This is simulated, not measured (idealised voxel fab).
Process module, titled voxel air gaps
Cross-section cut: width 275 nm, square cells of 5 nm.
If you're reading a cross-section in this doc, picture square cells in a grid; it comes to you as bands, top ones listed first down to the bottom, and a band can be one or more rows of cells. In this notation a band is specified by the heights of its top and bottom, in that order and in nm, after which its materials appear from left to right, each paired with its width in nm. The word "edge to edge" attached to a single material means that material fills the band from edge to edge; the word "empty" stands for empty space. Below 0: as-received wafer, all one material; heights counted from there. Lowest band: no bottom, goes on down, written "0 -> down". Quick explanation for "30 to 40": the width changes in equal steps down the rows of cells, from the first number in the band's top row to the second number in its bottom row. Take "no modifications" at face value: in the step it is given for, the cross-section changed in none of its cells. Entry "Voids, sealed" = empty spaces >= 8 cells with no open way to the top; each as width x height at distance, distance from left edge, all nm. after a step's settings: what the simulator itself notes on the step. You can add "overlay nm" to a step's line. For a step with a mask, it describes how far the mask lay to the right of its planned position, and a negative number describes a lay to the left.

## Steps planned for the process
| 1 | RECEIVE [material Si] |
| 2 | CONFORMAL_DEP [material SiO2] [thk nm 10] |
| 3 | CONFORMAL_DEP [material SiCN] [thk nm 5] |
| 4 | DIRECTIONAL_DEP [material SiO2] [thk nm 40] |
| 5 | DIRECTIONAL_DEP [material aC] [thk nm 10] |
| 6 | PATTERN [tone open] [mask id LINES] [material resist] [width nm 25] [pitch nm 55] [thk nm 30] [overlay nm 0] |
| 7 | DIRECTIONAL_ETCH [etch materials aC] [depth nm 10] |
| 8 | STRIP [etch materials resist] |
| 9 | DIRECTIONAL_ETCH [etch materials SiO2] [depth nm 40] |
| 10 | STRIP [etch materials aC] |
| 11 | CONFORMAL_DEP [material TiN] [thk nm 5] |
| 12 | FILL_DEP [material Ru] [thk nm 10] |
| 13 | CMP [height nm 45] |
| 14 | EPI [material Ru] [thk nm 10] |
| 15 | SELECTIVE_ETCH [etch materials SiO2] [depth nm 50] |
| 16 | CONFORMAL_DEP [material SiCN] [thk nm 5] |
Quick note for whoever runs this: the wafers start identical, but the height nm at step 13 isn't the same across them. The plan just shows what the first wafer had.

## Here's the first of the wafers in cross-section, just as we got it, i.e. after step 1
- 0 -> down  Si edge to edge
- Voids, sealed: none

## End of module: cross-section of the first of several wafers after step 16, the last step
- 60 -> 55  empty (55)  SiCN (165)  empty (55)
- 55 -> 45  empty (55)  SiCN (5)  Ru (45)  SiCN (10)  Ru (45)  SiCN (10)  Ru (45)  SiCN (5)  empty (55)
- 45 -> 40  empty (55)  SiCN (15)  TiN (5)  Ru (15)  TiN (5)  SiCN (30)  TiN (5)  Ru (15)  TiN (5)  SiCN (30)  TiN (5)  Ru (15)  TiN (5)  SiCN (15)  empty (55)
- 40 -> 20  empty (65)  SiCN (5)  TiN (5)  Ru (15)  TiN (5)  SiCN (5)  empty (20)  SiCN (5)  TiN (5)  Ru (15)  TiN (5)  SiCN (5)  empty (20)  SiCN (5)  TiN (5)  Ru (15)  TiN (5)  SiCN (5)  empty (65)
- 20 -> 15  SiCN (70)  TiN (25)  SiCN (30)  TiN (25)  SiCN (30)  TiN (25)  SiCN (70)
- 15 -> 10  SiCN edge to edge
- 10 -> 0  SiO2 edge to edge
- 0 -> down  Si edge to edge
- Voids, sealed: 20 x 20 at 100; 20 x 20 at 155

## Cross-sectional view of the final wafer of several at the module's end
- 85 -> 80  SiCN edge to edge
- 80 -> 60  Ru edge to edge
- 60 -> 55  TiN (75)  Ru (15)  TiN (40)  Ru (15)  TiN (40)  Ru (15)  TiN (75)
- 55 -> 20  SiO2 (70)  TiN (5)  Ru (15)  TiN (5)  SiO2 (30)  TiN (5)  Ru (15)  TiN (5)  SiO2 (30)  TiN (5)  Ru (15)  TiN (5)  SiO2 (70)
- 20 -> 15  SiO2 (70)  TiN (25)  SiO2 (30)  TiN (25)  SiO2 (30)  TiN (25)  SiO2 (70)
- 15 -> 10  SiCN edge to edge
- 10 -> 0  SiO2 edge to edge
- 0 -> down  Si edge to edge
- Voids, sealed: none

## Wafer rows, end of module: cells per material gained (+) or lost (-) since receipt; closed voids last
height nm 45, +99 Ru, +182 SiCN, +110 SiO2, +45 TiN, Voids, sealed: 20 x 20 at 100; 20 x 20 at 155
height nm 50, +108 Ru, +188 SiCN, +110 SiO2, +51 TiN, Voids, sealed: 20 x 25 at 100; 20 x 25 at 155
height nm 55, +117 Ru, +194 SiCN, +110 SiO2, +57 TiN, Voids, sealed: 20 x 30 at 100; 20 x 30 at 155
height nm 60, +182 Ru, +110 SiCN, +430 SiO2, +103 TiN, Voids, sealed: none
height nm 65, +237 Ru, +110 SiCN, +430 SiO2, +103 TiN, Voids, sealed: none
height nm 70, +292 Ru, +110 SiCN, +430 SiO2, +103 TiN, Voids, sealed: none
